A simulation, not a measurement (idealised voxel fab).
Process module in this document: voxel capacitor over wiring
Each square cell in cross-section cut measures 5 nm, and the section as a whole is 255 nm wide.
Each cross-section below is a grid of square cells, stated as bands in top-down order, with one or more rows of cells making up each band. Top, bottom (nm), then materials left to right with widths (nm); lone material tagged "everywhere" fills the whole band edge to edge; "air" = empty space. The level at which height equals 0 is the one under which the wafer, as it arrives, is entirely one material. No lower edge exists for the bottom band, which continues downward and is notated as in "0 nm and below". So if you see something like "30..40" for the width, read it as the top row of the band sitting at the first number and the bottom row at the second, with every row in between moving by the same amount as the last. When a step is marked "no change", none of the cells in the cross-section changed during that step. The entry "Catalogued sealed voids" lists the empty spaces that cover at least 8 cells and have no open path to the top. Each is written as width x height at distance, where the distance is measured from the left edge and all three values are in nm. Note: text after step settings on the step line = simulator remark on that step. "overlay nm" denotes, for a step that has a mask, the displacement of the mask to the right of its planned place, with negative values corresponding to the left.
Planned step list for the process:
| 1 | op RECEIVE | material Si |
| 2 | op CONFORMAL_DEP | material SiO2 | thk nm 15 |
| 3 | op DIRECTIONAL_DEP | material TiN | thk nm 5 |
| 4 | op DIRECTIONAL_DEP | material W | thk nm 15 |
| 5 | op MASKED_ETCH | tone cover | mask id METAL_1 | width nm 25 | pitch nm 85 | etch materials W | depth nm 15 | overlay nm 0 |
| 6 | op MASKED_ETCH | tone cover | mask id METAL_1 | width nm 25 | pitch nm 85 | etch materials TiN | depth nm 5 | overlay nm 0 |
| 7 | op CONFORMAL_DEP | material SiCN | thk nm 5 |
| 8 | op FILL_DEP | material lowk | thk nm 10 |
| 9 | op CMP | height nm 35 |
| 10 | op CONFORMAL_DEP | material SiCN | thk nm 5 |
| 11 | op DIRECTIONAL_DEP | material lowk | thk nm 10 |
| 12 | op DIRECTIONAL_DEP | material aC | thk nm 15 |
| 13 | op PATTERN | tone open | mask id PLUG_1 | material resist | width nm 15 | thk nm 30 | overlay nm 0 |
| 14 | op DIRECTIONAL_ETCH | etch materials aC | depth nm 15 |
| 15 | op STRIP | etch materials resist |
| 16 | op DIRECTIONAL_ETCH | etch materials lowk | depth nm 10 |
| 17 | op DIRECTIONAL_ETCH | etch materials SiCN | depth nm 5 |
| 18 | op STRIP | etch materials aC |
| 19 | op CONFORMAL_DEP | material TiN | thk nm 5 |
| 20 | op FILL_DEP | material Cu | thk nm 5 |
| 21 | op CMP | height nm 50 |
| 22 | op DIRECTIONAL_DEP | material TiN | thk nm 5 |
| 23 | op DIRECTIONAL_DEP | material HfO2 | thk nm 5 |
| 24 | op DIRECTIONAL_DEP | material TiN | thk nm 10 |
| 25 | op DIRECTIONAL_DEP | material aC | thk nm 15 |
| 26 | op PATTERN | tone cover | mask id UPPER_PLATE | material resist | width nm 65 | thk nm 35 | overlay nm 0 |
| 27 | op DIRECTIONAL_ETCH | etch materials aC | depth nm 15 |
| 28 | op STRIP | etch materials resist |
| 29 | op DIRECTIONAL_ETCH | etch materials TiN | depth nm 10 |
| 30 | op DIRECTIONAL_ETCH | etch materials HfO2 | depth nm 5 |
| 31 | op STRIP | etch materials aC |
| 32 | op DIRECTIONAL_DEP | material aC | thk nm 15 |
| 33 | op PATTERN | tone cover | mask id LOWER_PLATE | material resist | width nm 75 | thk nm 30 | overlay nm 0 |
| 34 | op DIRECTIONAL_ETCH | etch materials aC | depth nm 15 |
| 35 | op STRIP | etch materials resist |
| 36 | op DIRECTIONAL_ETCH | etch materials TiN | depth nm 5 |
| 37 | op STRIP | etch materials aC |
| 38 | op FILL_DEP | material SiO2 | thk nm 20 |
| 39 | op CMP | height nm 85 |
| 40 | op PATTERN | tone open | mask id PLUG_2 | material resist | width nm 15 | thk nm 15 | overlay nm 0 |
| 41 | op DIRECTIONAL_ETCH | etch materials SiO2 | depth nm 15 |
| 42 | op STRIP | etch materials resist |
| 43 | op CONFORMAL_DEP | material TiN | thk nm 5 |
| 44 | op FILL_DEP | material Cu | thk nm 5 |
| 45 | op CMP | height nm 85 |
| 46 | op CONFORMAL_DEP | material SiCN | thk nm 5 |
Cross-section of the wafer as it came to us, i.e., already through step 1:
> 0 nm and below = Si everywhere
> Catalogued sealed voids: none
Look at the cross-section after the module: the wafer started out the way shown above and the plan was the one shown above, yet one mistake was made along the way:
> 90 nm to 85 nm = SiCN everywhere
> 85 nm to 75 nm = SiO2 90, then TiN 5, then Cu 5, then TiN 5, then SiO2 150
> 75 nm to 70 nm = SiO2 90, then TiN 15, then SiO2 150
> 70 nm to 60 nm = SiO2 80, then TiN 65, then SiO2 110
> 60 nm to 55 nm = SiO2 80, then HfO2 65, then SiO2 110
> 55 nm to 50 nm = SiO2 75, then TiN 75, then SiO2 105
> 50 nm to 40 nm = lowk 80, then TiN 5, then Cu 5, then TiN 5, then lowk 160
> 40 nm to 35 nm = SiCN 80, then TiN 15, then SiCN 160
> 35 nm to 25 nm = lowk everywhere
> 25 nm to 20 nm = lowk 65, then SiCN 35, then lowk 50, then SiCN 35, then lowk 70
> 20 nm to 15 nm = SiCN 70, then TiN 25, then SiCN 60, then TiN 25, then SiCN 75
> 15 nm to 0 nm = SiO2 everywhere
> 0 nm and below = Si everywhere
> Catalogued sealed voids: none
The mistake made against the process plan was this: step 4 of the plan got skipped, so it never ran
